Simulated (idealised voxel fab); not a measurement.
Herein follows the process module entitled voxel gate over fins.
Xsec cut, 285 nm wide, square cell size 5 nm.
A cross-section in this document is a grid of square cells, and it is written down as bands, the top band listed before the ones below it; a band is made up of one or more rows of cells. Per band: top height and bottom height in nm, followed by the left-to-right materials and their widths in nm; "everywhere" marks a single material spanning edge to edge, "blank" marks empty space. It should be noted that heights are counted from 0, beneath which the wafer as supplied is of one material throughout, and that the lowest band possesses no lower boundary but continues downward, as written in "0 nm and below". Think of "30 to 40" as a width that walks from the first number to the second as you go down the band, top row to bottom row, taking equal-sized steps from row to row. Take "everything unchanged" at face value: in the step it is given for, the cross-section changed in none of its cells. Look at "Enclosed cavity list" for the closed voids: empty spaces with no open path to the top, sized 8 cells or up. Each is width x height at distance, distance from the left edge, all nm. Read whatever lies past the settings on a step's line as the simulator's own remark about the step. A step line may carry the setting "overlay nm", which, for steps involving a mask, states the distance by which the mask lay to the right of its intended position; negative values denote displacement to the left.
SET OUT BELOW ARE THE PLANNED STEPS OF THE PROCESS
1) RECEIVE | material Si
2) CONFORMAL_DEP | material SiN | thk nm 5
3) DIRECTIONAL_DEP | material aC | thk nm 15
4) PATTERN | tone cover | mask id FINS | material resist | width nm 15 | pitch nm 50 | thk nm 30 | overlay nm 0
5) DIRECTIONAL_ETCH | etch materials aC | depth nm 15
6) STRIP | etch materials resist
7) DIRECTIONAL_ETCH | etch materials SiN | depth nm 5
8) DIRECTIONAL_ETCH | etch materials Si | depth nm 40
9) STRIP | etch materials aC
10) FILL_DEP | material SiO2 | thk nm 10
11) CMP | height nm 5
12) DIRECTIONAL_DEP | material aC | thk nm 15
13) PATTERN | tone open | mask id RAIL | material resist | width nm 15 | thk nm 35 | overlay nm 0
14) DIRECTIONAL_ETCH | etch materials aC | depth nm 15
15) STRIP | etch materials resist
16) DIRECTIONAL_ETCH | etch materials SiO2 | depth nm 40
17) STRIP | etch materials aC
18) CONFORMAL_DEP | material TiN | thk nm 5
19) FILL_DEP | material W | thk nm 5
20) CMP | height nm 5
21) SELECTIVE_ETCH | etch materials W Ru TiN | depth nm 20
22) FILL_DEP | material SiO2 | thk nm 5
23) CMP | height nm 5
24) SELECTIVE_ETCH | etch materials SiO2 | depth nm 15
25) STRIP | etch materials SiN
26) CONFORMAL_DEP | material HfO2 | thk nm 5
27) CONFORMAL_DEP | material TiN | thk nm 5
28) CONFORMAL_DEP | material TiAl | thk nm 5
29) CONFORMAL_DEP | material TiN | thk nm 5
30) FILL_DEP | material W | thk nm 10
31) CMP | height nm 25
32) CONFORMAL_DEP | material SiN | thk nm 10
INCOMING WAFER IN CROSS-SECTION (STATE: AFTER STEP 1)
0 nm and below: Si everywhere
Enclosed cavity list: none
SAME STARTING WAFER, SAME PLAN AS ABOVE, ONE MISTAKE IN THE EXECUTION; THIS IS THE CROSS-SECTION AT THE END OF THE MODULE
35 nm to 25 nm: SiN everywhere
25 nm to 20 nm: W everywhere
20 nm to 15 nm: W=65, then TiN=155, then W=65
15 nm to 10 nm: W=65, then TiN=5, then TiAl=45, then TiN=5, then TiAl=45, then TiN=5, then TiAl=45, then TiN=5, then W=65
10 nm to 5 nm: TiN=70, then TiAl=5, then TiN=35, then TiAl=5, then TiN=5, then TiAl=5, then TiN=35, then TiAl=5, then TiN=5, then TiAl=5, then TiN=35, then TiAl=5, then TiN=70
5 nm to 0 nm: TiAl=75, then TiN=5, then HfO2=25, then TiN=5, then TiAl=15, then TiN=5, then HfO2=25, then TiN=5, then TiAl=15, then TiN=5, then HfO2=25, then TiN=5, then TiAl=75
0 nm to -5 nm: TiN=80, then HfO2=5, then Si=15, then HfO2=5, then TiN=25, then HfO2=5, then Si=15, then HfO2=5, then TiN=25, then HfO2=5, then Si=15, then HfO2=5, then TiN=80
-5 nm to -10 nm: HfO2=85, then Si=15, then HfO2=35, then Si=15, then HfO2=35, then Si=15, then HfO2=85
-10 nm to -15 nm: SiO2=85, then Si=15, then SiO2=35, then Si=15, then SiO2=35, then Si=15, then SiO2=85
-15 nm to -30 nm: SiO2=85, then Si=15, then SiO2=10, then TiN=5, then W=5, then TiN=5, then SiO2=10, then Si=15, then SiO2=35, then Si=15, then SiO2=85
-30 nm to -35 nm: SiO2=85, then Si=15, then SiO2=10, then TiN=15, then SiO2=10, then Si=15, then SiO2=35, then Si=15, then SiO2=85
-35 nm to -45 nm: SiO2=85, then Si=15, then SiO2=35, then Si=15, then SiO2=35, then Si=15, then SiO2=85
-45 nm and below: Si everywhere
Enclosed cavity list: none
Heads up, the wafer didn't run the way we planned it: step 8 went in with a setting other than planned; the actual run was DIRECTIONAL_ETCH | etch materials Si | depth nm 45
